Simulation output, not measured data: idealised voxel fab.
You're looking at the process module voxel wiring stack.
The figure presents cross-section cut, which has a width of 195 nm and is divided into square cells with an edge length of 5 nm.
A cross-section is written here as square cells arranged in a grid, and it is given in bands from the top down, each band taking up one or more rows of cells. It is stipulated that each band's entry specify, in nanometres, the height of the top of the band and then that of its bottom, followed by the materials of the band in left-to-right sequence, each together with its width in nanometres. A single material marked by the word "throughout" is understood to fill the band from edge to edge; the word "empty" is understood to denote empty space. Heads up on the height convention: 0 is the point under which the incoming wafer is all one material, and the lowest band has no bottom, it just keeps going down, like "0 down". Quick explanation for "30->40": the width changes in equal steps down the rows of cells, from the first number in the band's top row to the second number in its bottom row. Where a step carries "left unchanged", the cross-section came out of it unchanged, cell for cell. In "Trapped voids" the enclosed voids are listed, meaning empty spaces of 8 cells or larger without any opening to the top. The form is width x height at distance, distance from the left edge, units nm. Step line, after settings: the simulator's comment on this step. Among the settings permitted on a step's line is "overlay nm"; applied to a step with a mask, it specifies the extent to which the mask lay to the right of its planned position, whereas a negative figure signifies a position to the left.
The planned process steps are enumerated hereunder
1,RECEIVE [material Si]
2,CONFORMAL_DEP [material SiO2] [thk nm 15]
3,DIRECTIONAL_DEP [material TiN] [thk nm 5]
4,DIRECTIONAL_DEP [material Ru] [thk nm 15]
5,PATTERN [tone cover] [mask id METAL_1] [material resist] [width nm 30] [pitch nm 45] [thk nm 20] [overlay nm 0]
6,DIRECTIONAL_ETCH [etch materials Ru] [depth nm 15]
7,DIRECTIONAL_ETCH [etch materials TiN] [depth nm 5]
8,STRIP [etch materials resist]
9,CONFORMAL_DEP [material SiCN] [thk nm 5]
10,FILL_DEP [material SiO2] [thk nm 5]
11,CMP [height nm 35]
12,CONFORMAL_DEP [material SiCN] [thk nm 5]
13,DIRECTIONAL_DEP [material SiO2] [thk nm 20]
14,PATTERN [tone open] [mask id PLUG_1] [material resist] [width nm 15] [pitch nm 90] [thk nm 15] [overlay nm 0]
15,DIRECTIONAL_ETCH [etch materials SiO2] [depth nm 20]
16,DIRECTIONAL_ETCH [etch materials SiCN] [depth nm 5]
17,STRIP [etch materials resist]
18,EPI [material Ru] [thk nm 10]
19,EPI [material Ru] [thk nm 10]
20,EPI [material Ru] [thk nm 5]
21,DIRECTIONAL_DEP [material TiN] [thk nm 5]
22,DIRECTIONAL_DEP [material Ru] [thk nm 20]
23,MASKED_ETCH [tone cover] [mask id METAL_2] [width nm 30] [pitch nm 45] [etch materials Ru] [depth nm 20] [overlay nm 0]
24,MASKED_ETCH [tone cover] [mask id METAL_2] [width nm 30] [pitch nm 45] [etch materials TiN] [depth nm 5] [overlay nm 0]
25,FILL_DEP [material SiO2] [thk nm 10]
26,CMP [height nm 85]
27,CONFORMAL_DEP [material SiN] [thk nm 5]
Cross-section, incoming material, after step 1
- 0 down | Si throughout
- Trapped voids: none
The first of two wafers, cross-sectioned at the end of the module, with the run proceeding as planned
- 90 to 85 | SiN throughout
- 85 to 65 | 15 nm SiO2 / 30 nm Ru / 15 nm SiO2 / 30 nm Ru / 15 nm SiO2 / 30 nm Ru / 15 nm SiO2 / 30 nm Ru / 15 nm SiO2
- 65 to 60 | 15 nm SiO2 / 30 nm TiN / 15 nm SiO2 / 30 nm TiN / 15 nm SiO2 / 30 nm TiN / 15 nm SiO2 / 30 nm TiN / 15 nm SiO2
- 60 to 40 | 15 nm SiO2 / 15 nm Ru / 75 nm SiO2 / 15 nm Ru / 75 nm SiO2
- 40 to 35 | 15 nm SiCN / 15 nm Ru / 75 nm SiCN / 15 nm Ru / 75 nm SiCN
- 35 to 20 | 10 nm SiO2 / 5 nm SiCN / 30 nm Ru / 5 nm SiCN / 5 nm SiO2 / 5 nm SiCN / 30 nm Ru / 5 nm SiCN / 5 nm SiO2 / 5 nm SiCN / 30 nm Ru / 5 nm SiCN / 5 nm SiO2 / 5 nm SiCN / 30 nm Ru / 5 nm SiCN / 10 nm SiO2
- 20 to 15 | 15 nm SiCN / 30 nm TiN / 15 nm SiCN / 30 nm TiN / 15 nm SiCN / 30 nm TiN / 15 nm SiCN / 30 nm TiN / 15 nm SiCN
- 15 to 0 | SiO2 throughout
- 0 down | Si throughout
- Trapped voids: none
This cross-section belongs to the second wafer of two at the end of the module; the start and the plan were shared with the first, and the run included one mistake
- 90 to 85 | SiN throughout
- 85 to 65 | 15 nm Ru / 30 nm SiO2 / 15 nm Ru / 30 nm SiO2 / 15 nm Ru / 30 nm SiO2 / 15 nm Ru / 30 nm SiO2 / 15 nm Ru
- 65 to 60 | TiN throughout
- 60 to 40 | 15 nm SiO2 / 15 nm Ru / 75 nm SiO2 / 15 nm Ru / 75 nm SiO2
- 40 to 35 | 15 nm SiCN / 15 nm Ru / 75 nm SiCN / 15 nm Ru / 75 nm SiCN
- 35 to 20 | 10 nm SiO2 / 5 nm SiCN / 30 nm Ru / 5 nm SiCN / 5 nm SiO2 / 5 nm SiCN / 30 nm Ru / 5 nm SiCN / 5 nm SiO2 / 5 nm SiCN / 30 nm Ru / 5 nm SiCN / 5 nm SiO2 / 5 nm SiCN / 30 nm Ru / 5 nm SiCN / 10 nm SiO2
- 20 to 15 | 15 nm SiCN / 30 nm TiN / 15 nm SiCN / 30 nm TiN / 15 nm SiCN / 30 nm TiN / 15 nm SiCN / 30 nm TiN / 15 nm SiCN
- 15 to 0 | SiO2 throughout
- 0 down | Si throughout
- Trapped voids: none
Plan not followed: the process deviated at step 23: the operation and settings actually run there were MASKED_ETCH [tone open] [mask id METAL_2] [width nm 30] [pitch nm 45] [etch materials Ru] [depth nm 20] [overlay nm 0]
Upon completion, the second wafer contains, in terms of cells, a greater or smaller amount of certain materials than the first wafer: Ru: 36 fewer, SiO2: 21 more, TiN: 15 more
